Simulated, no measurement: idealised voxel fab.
This section sets out a process module, namely voxel capacitor over wiring.
Section cut is 265 nm wide and gridded with 5 nm square cells.
A cross-section is a grid of square cells, given in bands from the top down. A band is one or more rows of cells. This entry defines a band. It first specifies the height of the band's top and the height of its bottom in nm, and then specifies the band's materials from left to right, stating each material with its width in nm. The word "edge to edge" identifies a single material that fills the band from edge to edge, while the word "blank" identifies empty space. Beneath 0, the wafer as received is one material, and that level is where height counting begins. The lowest band goes on downward without a bottom; it is written like "from 0 down". Width spec "30 to 40" -> top row of cells at first value, bottom row at second value, equal per-row change in between. "remained unchanged" -> step changed no cross-section cell. Voids not open to the top, 8 cells minimum: see "Enclosed void inventory". Written width x height at distance; distance is from the left edge; nm. Note: text after step settings on the step line = simulator remark on that step. When a step includes a mask, the "overlay nm" setting on its line states how far to the right of its planned place that mask lay, and negative values state how far to the left.

### Steps planned for the process
- 1: RECEIVE, material Si
- 2: CONFORMAL_DEP, material SiO2, thk nm 10
- 3: CONFORMAL_DEP, material SiN, thk nm 5
- 4: DIRECTIONAL_DEP, material lowk, thk nm 15
- 5: DIRECTIONAL_DEP, material aC, thk nm 10
- 6: PATTERN, tone open, mask id METAL_1, material resist, width nm 30, pitch nm 100, thk nm 25, overlay nm 0
- 7: DIRECTIONAL_ETCH, etch materials aC, depth nm 5
- 8: STRIP, etch materials resist
- 9: DIRECTIONAL_ETCH, etch materials lowk, depth nm 15
- 10: DIRECTIONAL_ETCH, etch materials SiN, depth nm 5
- 11: STRIP, etch materials aC
- 12: CONFORMAL_DEP, material TiN, thk nm 5
- 13: FILL_DEP, material Cu, thk nm 10
- 14: CMP, height nm 30
- 15: EPI, material Ru, thk nm 5
- 16: FILL_DEP, material SiCN, thk nm 5
- 17: DIRECTIONAL_DEP, material lowk, thk nm 20
- 18: MASKED_ETCH, tone open, mask id PLUG_1, width nm 15, etch materials lowk, depth nm 20, overlay nm 0
- 19: MASKED_ETCH, tone open, mask id PLUG_1, width nm 15, etch materials SiCN, depth nm 5, overlay nm 0
- 20: EPI, material Ru, thk nm 10
- 21: EPI, material Ru, thk nm 10
- 22: EPI, material Ru, thk nm 5
- 23: DIRECTIONAL_DEP, material TiN, thk nm 10
- 24: DIRECTIONAL_DEP, material Al2O3, thk nm 5
- 25: DIRECTIONAL_DEP, material TiN, thk nm 5
- 26: PATTERN, tone cover, mask id UPPER_PLATE, material resist, width nm 75, thk nm 15, overlay nm 0
- 27: DIRECTIONAL_ETCH, etch materials TiN, depth nm 5
- 28: DIRECTIONAL_ETCH, etch materials Al2O3, depth nm 5
- 29: STRIP, etch materials resist
- 30: MASKED_ETCH, tone cover, mask id LOWER_PLATE, width nm 85, etch materials TiN, depth nm 10, overlay nm 0
- 31: FILL_DEP, material SiO2, thk nm 15
- 32: CMP, height nm 90
- 33: DIRECTIONAL_DEP, material aC, thk nm 15
- 34: PATTERN, tone open, mask id PLUG_2, material resist, width nm 15, thk nm 35, overlay nm 0
- 35: DIRECTIONAL_ETCH, etch materials aC, depth nm 15
- 36: STRIP, etch materials resist
- 37: DIRECTIONAL_ETCH, etch materials SiO2, depth nm 10
- 38: STRIP, etch materials aC
- 39: CONFORMAL_DEP, material TiN, thk nm 5
- 40: FILL_DEP, material Ru, thk nm 10
- 41: CMP, height nm 90
- 42: CONFORMAL_DEP, material SiCN, thk nm 5
For this document, wafers share an identical start and vary in the step 7 depth nm; the plan quotes the first wafer's value.

### First of several wafers, received after step 1, in cross-section
    from 0 down = Si edge to edge
    Enclosed void inventory: none

### Cross-section after step 42, the final step of the module, for the first of several wafers
    from 95 to 90 = SiCN edge to edge
    from 90 to 85 = SiO2: 90  TiN: 5  Ru: 5  TiN: 5  SiO2: 160
    from 85 to 80 = SiO2: 90  TiN: 15  SiO2: 160
    from 80 to 75 = SiO2 edge to edge
    from 75 to 70 = SiO2: 95  TiN: 60  SiO2: 110
    from 70 to 65 = SiO2: 95  Al2O3: 60  SiO2: 110
    from 65 to 55 = SiO2: 75  TiN: 5  SiO2: 15  TiN: 65  SiO2: 105
    from 55 to 50 = lowk: 80  SiO2: 15  lowk: 170
    from 50 to 45 = lowk: 80  TiN: 15  lowk: 170
    from 45 to 40 = lowk: 80  Al2O3: 15  lowk: 170
    from 40 to 35 = lowk: 80  TiN: 15  lowk: 170
    from 35 to 30 = SiCN: 80  TiN: 15  SiCN: 170
    from 30 to 15 = lowk edge to edge
    from 15 to 10 = SiN edge to edge
    from 10 to 0 = SiO2 edge to edge
    from 0 down = Si edge to edge
    Enclosed void inventory: none

### Here we cross-sectioned the last of the wafers once the module was done
    from 95 to 90 = SiCN edge to edge
    from 90 to 85 = SiO2: 90  TiN: 5  Ru: 5  TiN: 5  SiO2: 160
    from 85 to 75 = SiO2: 90 to 80  TiN: 15 to 75  SiO2: 160 to 110
    from 75 to 70 = SiO2: 80  Al2O3: 75  SiO2: 110
    from 70 to 60 = SiO2: 75  TiN: 85  SiO2: 105
    from 60 to 40 = lowk: 80  Ru: 15  lowk: 170
    from 40 to 35 = SiCN: 80  Ru: 15  SiCN: 170
    from 35 to 30 = SiCN: 60  Ru: 40  SiCN: 60  Ru: 40  SiCN: 65
    from 30 to 15 = lowk: 65  TiN: 5  Cu: 20  TiN: 5  lowk: 70  TiN: 5  Cu: 20  TiN: 5  lowk: 70
    from 15 to 10 = SiN: 65  TiN: 30  SiN: 70  TiN: 30  SiN: 70
    from 10 to 0 = SiO2 edge to edge
    from 0 down = Si edge to edge
    Enclosed void inventory: none

### Where each wafer stands at the end of the module, a row apiece: cells of each material gained (+) or lost (-) since it was received, then closed voids
depth nm 5 | +15 Al2O3 | +1 Ru | +103 SiCN | +53 SiN | +422 SiO2 | +54 TiN | +359 lowk | Enclosed void inventory: none
depth nm 10 | +15 Al2O3 | +24 Cu | +32 Ru | +140 SiCN | +41 SiN | +354 SiO2 | +78 TiN | +323 lowk | Enclosed void inventory: none
depth nm 15 | +15 Al2O3 | +24 Cu | +32 Ru | +140 SiCN | +41 SiN | +354 SiO2 | +78 TiN | +323 lowk | Enclosed void inventory: none
depth nm 20 | +15 Al2O3 | +24 Cu | +32 Ru | +140 SiCN | +41 SiN | +354 SiO2 | +78 TiN | +323 lowk | Enclosed void inventory: none
depth nm 25 | +15 Al2O3 | +24 Cu | +32 Ru | +140 SiCN | +41 SiN | +354 SiO2 | +78 TiN | +323 lowk | Enclosed void inventory: none
